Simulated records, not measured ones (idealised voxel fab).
Process module heading - voxel tone inversion
Displayed cross-section: cut, width of 240 nm, square cells sized 5 nm.
Just so we're on the same page, the cross-sections are grids of square cells, and they're listed out in bands top to bottom, each band one or more rows deep.
First you get the band's top height and its bottom height, in nm, and then the materials it's made of, left to right, with each width in nm. If you see a single material with "edge to edge", that one covers the band edge to edge. "air" is empty space.
It should be noted that heights are counted from 0, beneath which the wafer as supplied is of one material throughout, and that the lowest band possesses no lower boundary but continues downward, as written in "0..down".
You'd read "30 to 40" like this: the band's top row of cells is as wide as the first number, its bottom row is as wide as the second, and going down, every row changes width by the same amount as the row before did.
Step note "remained the same" = no cross-section cell changed.
Look at "Closed voids list" for the closed voids: empty spaces with no open path to the top, sized 8 cells or up. Each is width x height at distance, distance from the left edge, all nm.
On a step's line, text after the settings is the simulator commenting on that step.
overlay nm: right-of-plan distance of the mask on a masked step; negative values mean left-of-plan.

## The planned process steps are enumerated hereunder
- 1: RECEIVE | material Si
- 2: CONFORMAL_DEP | material SiN | thk nm 5
- 3: DIRECTIONAL_DEP | material polySi | thk nm 20
- 4: PATTERN | tone cover | mask id POSTS | material resist | width nm 15 | pitch nm 45 | thk nm 25 | overlay nm 0
- 5: DIRECTIONAL_ETCH | etch materials polySi | depth nm 20
- 6: STRIP | etch materials resist
- 7: FILL_DEP | material lowk | thk nm 10
- 8: CMP | height nm 25
- 9: STRIP | etch materials polySi
- 10: CONFORMAL_DEP | material TiN | thk nm 5
- 11: FILL_DEP | material Cu | thk nm 10
- 12: CMP | height nm 25
- 13: CONFORMAL_DEP | material SiCN | thk nm 5

## Incoming wafer, cross-sectional view, post step 1
- 0..down = Si edge to edge
- Closed voids list: none

## Figure: cross-sectional view of the wafer upon completion of the module, processed from the initial state and according to the plan depicted above, with one error introduced during execution
- 45..40 = SiCN edge to edge
- 40..30 = Cu edge to edge
- 30..25 = 50 nm TiN, then 5 nm Cu, then 40 nm TiN, then 5 nm Cu, then 40 nm TiN, then 5 nm Cu, then 40 nm TiN, then 5 nm Cu, then 50 nm TiN
- 25..10 = 45 nm lowk, then 5 nm TiN, then 5 nm Cu, then 5 nm TiN, then 30 nm lowk, then 5 nm TiN, then 5 nm Cu, then 5 nm TiN, then 30 nm lowk, then 5 nm TiN, then 5 nm Cu, then 5 nm TiN, then 30 nm lowk, then 5 nm TiN, then 5 nm Cu, then 5 nm TiN, then 45 nm lowk
- 10..5 = 45 nm lowk, then 15 nm TiN, then 30 nm lowk, then 15 nm TiN, then 30 nm lowk, then 15 nm TiN, then 30 nm lowk, then 15 nm TiN, then 45 nm lowk
- 5..0 = SiN edge to edge
- 0..down = Si edge to edge
- Closed voids list: none
Against the plan, the run slipped here: it should be noted that step 12 of the plan was omitted and was not performed
